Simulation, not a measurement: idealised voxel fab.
voxel trench capacitor: a process module
It is cross-section cut that appears here, measuring 195 nm in width, its square cells being 5 nm in size.
In this document a cross-section is written as a grid of square cells. It is given as a series of bands, listed from the top down, and a band is one or more rows of cells. In this notation a band is specified by the heights of its top and bottom, in that order and in nm, after which its materials appear from left to right, each paired with its width in nm. The word "everywhere" attached to a single material means that material fills the band from edge to edge; the word "empty" stands for empty space. Height 0 is the level under which the wafer as received is all one material. The lowest band goes on downwards, as in "0 down". The expression "30->40" gives the width at the extremes of the band, the first number at its top row of cells and the second at its bottom row, with the width changing by equal amounts from each row to the next in between. What does "no alteration" mean for a step? It means no cell of the cross-section changed in that step. For the entry "Enclosed void listing", the listed items are empty spaces with no open way to the top whose size is 8 cells or more; each item follows the pattern width x height at distance, where distance is from the left edge and all three are in nm. What comes after the settings on a step's line is commentary from the simulator itself on that step. On any step carrying a mask, the "overlay nm" setting, if present on the step's line, tells how far right of its planned place the mask lay; negative values point to the left.

**Intended process steps**
| 1 | RECEIVE [material Si] |
| 2 | CONFORMAL_DEP [material SiN] [thk nm 10] |
| 3 | PATTERN [tone open] [mask id TRENCH] [material resist] [width nm 25] [pitch nm 45] [thk nm 15] [overlay nm 0] |
| 4 | DIRECTIONAL_ETCH [etch materials SiN] [depth nm 10] |
| 5 | DIRECTIONAL_ETCH [etch materials Si] [depth nm 20] |
| 6 | STRIP [etch materials resist] |
| 7 | CONFORMAL_DEP [material Al2O3] [thk nm 5] |
| 8 | CONFORMAL_DEP [material TiN] [thk nm 5] |
| 9 | FILL_DEP [material W] [thk nm 5] |
| 10 | CMP [height nm 10] |
The value of depth nm given for step 5 in the plan refers to the first wafer; the wafers vary in this setting and are alike at the start.

**Step 1 complete: as-received cross-section of the first of several wafers**
    0 down | Si everywhere
    Enclosed void listing: none

**Tabulated below, wafer by wafer, are the end-of-module results: for each material, the number of cells gained (+) or lost (-) relative to the as-received state, followed by the closed voids**
depth nm 20; +45 Al2O3; -60 Si; +48 SiN; +33 TiN; +12 W; Enclosed void listing: none
depth nm 25; +51 Al2O3; -75 Si; +48 SiN; +39 TiN; +15 W; Enclosed void listing: none
depth nm 30; +57 Al2O3; -90 Si; +48 SiN; +45 TiN; +18 W; Enclosed void listing: none
depth nm 35; +63 Al2O3; -105 Si; +48 SiN; +51 TiN; +21 W; Enclosed void listing: none
depth nm 40; +69 Al2O3; -120 Si; +48 SiN; +57 TiN; +24 W; Enclosed void listing: none
depth nm 45; +75 Al2O3; -135 Si; +48 SiN; +63 TiN; +27 W; Enclosed void listing: none
